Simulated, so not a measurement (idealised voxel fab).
Herein follows the process module entitled voxel air gaps.
This is section cut - it's 165 nm across, gridded in 5 nm square cells.
Format of a cross-section: grid, square cells. Given as bands. Order: top down. Band: one or more rows of cells. Band: top and bottom heights (nm) first, top before bottom; then materials from left to right, widths in nm. "everywhere" marks a sole material filling the band edge to edge. "blank" denotes empty space. Ref level 0: as-received wafer is one material below here. Bottom band extends down with no lower bound ("z 0 and below"). When a width is written as two numbers, as in "30->40", the first number is the width in the top row of cells of the band and the second is the width in its bottom row, and the width changes by the same amount from each row to the next. Step marked "everything unchanged"? Then no cell in the cross-section changed in it. If an empty space has no open way to the top and is at least 8 cells in size, "Sealed internal cavities" lists it, written width x height at distance, where distance is measured from the left edge and every value is in nm. Formally, on a step line, whatever follows the settings is a remark that the simulator itself makes on the step. For masked steps, "overlay nm" on the step line gives how far right of plan the mask actually lay; a minus sign means it lay to the left.

### The process steps that were planned are listed below
1: RECEIVE [material Si]
2: CONFORMAL_DEP [material SiO2] [thk nm 15]
3: CONFORMAL_DEP [material SiCN] [thk nm 5]
4: DIRECTIONAL_DEP [material lowk] [thk nm 30]
5: DIRECTIONAL_DEP [material aC] [thk nm 10]
6: PATTERN [tone open] [mask id LINES] [material resist] [width nm 20] [pitch nm 45] [thk nm 25] [overlay nm 0]
7: DIRECTIONAL_ETCH [etch materials aC] [depth nm 10]
8: STRIP [etch materials resist]
9: DIRECTIONAL_ETCH [etch materials lowk] [depth nm 30]
10: STRIP [etch materials aC]
11: CONFORMAL_DEP [material TiN] [thk nm 5]
12: FILL_DEP [material Ru] [thk nm 5]
13: CMP [height nm 50]
14: EPI [material Ru] [thk nm 10]
15: SELECTIVE_ETCH [etch materials lowk] [depth nm 40]
16: CONFORMAL_DEP [material SiCN] [thk nm 5]

### What follows covers the first of two wafers; it ran as planned

### Cross-section, incoming material, after step 1
    z 0 and below = Si everywhere
    Sealed internal cavities: none

### Cross-section: wafer state after step 2
    z 15 to 0 = SiO2 everywhere
    Nothing below the height 0 has changed.

### Cross-section: wafer state after step 3
    z 20 to 15 = SiCN everywhere
    Nothing below the height 15 has changed.

### Cross-section: wafer state after step 4
    z 50 to 20 = lowk everywhere
    Nothing below the height 20 has changed.

### Cross-section: wafer state after step 5
    z 60 to 50 = aC everywhere
    Nothing below the height 50 has changed.

### Cross-section: wafer state after step 6
    z 85 to 60 = resist 25, then blank 20, then resist 25, then blank 20, then resist 25, then blank 20, then resist 30
    Nothing below the height 60 has changed.

### Cross-section: wafer state after step 7
    z 75 to 60 = resist 25, then blank 20, then resist 25, then blank 20, then resist 25, then blank 20, then resist 30
    z 60 to 50 = aC 25, then blank 20, then aC 25, then blank 20, then aC 25, then blank 20, then aC 30
    Nothing below the height 50 has changed.

### Cross-section: wafer state after step 8
    z 60 to 50 = aC 25, then blank 20, then aC 25, then blank 20, then aC 25, then blank 20, then aC 30
    Nothing below the height 50 has changed.

### Cross-section: wafer state after step 9
    z 60 to 50 = aC 25, then blank 20, then aC 25, then blank 20, then aC 25, then blank 20, then aC 30
    z 50 to 20 = lowk 25, then blank 20, then lowk 25, then blank 20, then lowk 25, then blank 20, then lowk 30
    Nothing below the height 20 has changed.

### Cross-section: wafer state after step 10
    z 50 to 20 = lowk 25, then blank 20, then lowk 25, then blank 20, then lowk 25, then blank 20, then lowk 30
    Nothing below the height 20 has changed.

### Cross-section: wafer state after step 11
    z 55 to 50 = TiN 30, then blank 10, then TiN 35, then blank 10, then TiN 35, then blank 10, then TiN 35
    z 50 to 25 = lowk 25, then TiN 5, then blank 10, then TiN 5, then lowk 25, then TiN 5, then blank 10, then TiN 5, then lowk 25, then TiN 5, then blank 10, then TiN 5, then lowk 30
    z 25 to 20 = lowk 25, then TiN 20, then lowk 25, then TiN 20, then lowk 25, then TiN 20, then lowk 30
    Nothing below the height 20 has changed.

### Cross-section: wafer state after step 12
    z 60 to 55 = Ru everywhere
    z 55 to 50 = TiN 30, then Ru 10, then TiN 35, then Ru 10, then TiN 35, then Ru 10, then TiN 35
    z 50 to 25 = lowk 25, then TiN 5, then Ru 10, then TiN 5, then lowk 25, then TiN 5, then Ru 10, then TiN 5, then lowk 25, then TiN 5, then Ru 10, then TiN 5, then lowk 30
    Nothing below the height 25 has changed.

### Cross-section: wafer state after step 13
    z 50 to 25 = lowk 25, then TiN 5, then Ru 10, then TiN 5, then lowk 25, then TiN 5, then Ru 10, then TiN 5, then lowk 25, then TiN 5, then Ru 10, then TiN 5, then lowk 30
    Nothing below the height 25 has changed.

### Cross-section: wafer state after step 14
    z 60 to 50 = blank 15, then Ru 40, then blank 5, then Ru 40, then blank 5, then Ru 40, then blank 20
    Nothing below the height 50 has changed.

### Cross-section: wafer state after step 15
    z 60 to 50 = blank 15, then Ru 40, then blank 5, then Ru 40, then blank 5, then Ru 40, then blank 20
    z 50 to 25 = blank 25, then TiN 5, then Ru 10, then TiN 5, then blank 25, then TiN 5, then Ru 10, then TiN 5, then blank 25, then TiN 5, then Ru 10, then TiN 5, then blank 30
    z 25 to 20 = blank 25, then TiN 20, then blank 25, then TiN 20, then blank 25, then TiN 20, then blank 30
    Nothing below the height 20 has changed.

### Cross-section: wafer state after step 16
    z 65 to 60 = blank 10, then SiCN 140, then blank 15
    z 60 to 50 = blank 10, then SiCN 5, then Ru 40, then SiCN 5, then Ru 40, then SiCN 5, then Ru 40, then SiCN 5, then blank 15
    z 50 to 45 = blank 10, then SiCN 15, then TiN 5, then Ru 10, then TiN 5, then SiCN 25, then TiN 5, then Ru 10, then TiN 5, then SiCN 25, then TiN 5, then Ru 10, then TiN 5, then SiCN 15, then blank 15
    z 45 to 25 = blank 20, then SiCN 5, then TiN 5, then Ru 10, then TiN 5, then SiCN 5, then blank 15, then SiCN 5, then TiN 5, then Ru 10, then TiN 5, then SiCN 5, then blank 15, then SiCN 5, then TiN 5, then Ru 10, then TiN 5, then SiCN 5, then blank 25
    z 25 to 20 = SiCN 25, then TiN 20, then SiCN 25, then TiN 20, then SiCN 25, then TiN 20, then SiCN 30
    Nothing below the height 20 has changed.
    Sealed internal cavities: 15 x 20 at 50; 15 x 20 at 95

### Second of two: same start, same plan, one run error; steps up to and including 5 match the first

### Second wafer profile in section, at the moment step 6 of the plan was meant to be complete
    z 85 to 60 = blank 25, then resist 20, then blank 25, then resist 20, then blank 25, then resist 20, then blank 30
    Nothing below the height 60 has changed.

### Second wafer profile in section, at the moment step 7 of the plan was meant to be complete
    z 75 to 60 = blank 25, then resist 20, then blank 25, then resist 20, then blank 25, then resist 20, then blank 30
    z 60 to 50 = blank 25, then aC 20, then blank 25, then aC 20, then blank 25, then aC 20, then blank 30
    Nothing below the height 50 has changed.

### Second wafer profile in section, at the moment step 8 of the plan was meant to be complete
    z 60 to 50 = blank 25, then aC 20, then blank 25, then aC 20, then blank 25, then aC 20, then blank 30
    Nothing below the height 50 has changed.

### Second wafer profile in section, at the moment step 9 of the plan was meant to be complete
    z 60 to 50 = blank 25, then aC 20, then blank 25, then aC 20, then blank 25, then aC 20, then blank 30
    z 50 to 20 = blank 25, then lowk 20, then blank 25, then lowk 20, then blank 25, then lowk 20, then blank 30
    Nothing below the height 20 has changed.

### Second wafer profile in section, at the moment step 10 of the plan was meant to be complete
    z 50 to 20 = blank 25, then lowk 20, then blank 25, then lowk 20, then blank 25, then lowk 20, then blank 30
    Nothing below the height 20 has changed.

### Second wafer profile in section, at the moment step 11 of the plan was meant to be complete
    z 55 to 50 = blank 20, then TiN 30, then blank 15, then TiN 30, then blank 15, then TiN 30, then blank 25
    z 50 to 25 = blank 20, then TiN 5, then lowk 20, then TiN 5, then blank 15, then TiN 5, then lowk 20, then TiN 5, then blank 15, then TiN 5, then lowk 20, then TiN 5, then blank 25
    z 25 to 20 = TiN 25, then lowk 20, then TiN 25, then lowk 20, then TiN 25, then lowk 20, then TiN 30
    Nothing below the height 20 has changed.

### Second wafer profile in section, at the moment step 12 of the plan was meant to be complete
    z 60 to 55 = Ru everywhere
    z 55 to 50 = Ru 20, then TiN 30, then Ru 15, then TiN 30, then Ru 15, then TiN 30, then Ru 25
    z 50 to 25 = Ru 20, then TiN 5, then lowk 20, then TiN 5, then Ru 15, then TiN 5, then lowk 20, then TiN 5, then Ru 15, then TiN 5, then lowk 20, then TiN 5, then Ru 25
    Nothing below the height 25 has changed.

### Second wafer profile in section, at the moment step 13 of the plan was meant to be complete
    z 50 to 25 = Ru 20, then TiN 5, then lowk 20, then TiN 5, then Ru 15, then TiN 5, then lowk 20, then TiN 5, then Ru 15, then TiN 5, then lowk 20, then TiN 5, then Ru 25
    Nothing below the height 25 has changed.

### Second wafer profile in section, at the moment step 14 of the plan was meant to be complete
    z 60 to 50 = Ru everywhere
    Nothing below the height 50 has changed.

Second wafer profile in section, at the moment step 15 of the plan was meant to be complete: everything unchanged

### Second wafer profile in section, at the moment step 16 of the plan was meant to be complete
    z 65 to 60 = SiCN everywhere
    Nothing below the height 60 has changed.
Processing error: step 6 ran with different settings than intended, the actual operation and settings being PATTERN [tone cover] [mask id LINES] [material resist] [width nm 20] [pitch nm 45] [thk nm 25] [overlay nm 0]
Cell-count delta at end, second wafer over first, by material: +63 Ru, -64 SiCN, +9 TiN, +72 lowk
The final tally of closed voids stands at 2 on the first wafer and 0 on the second.
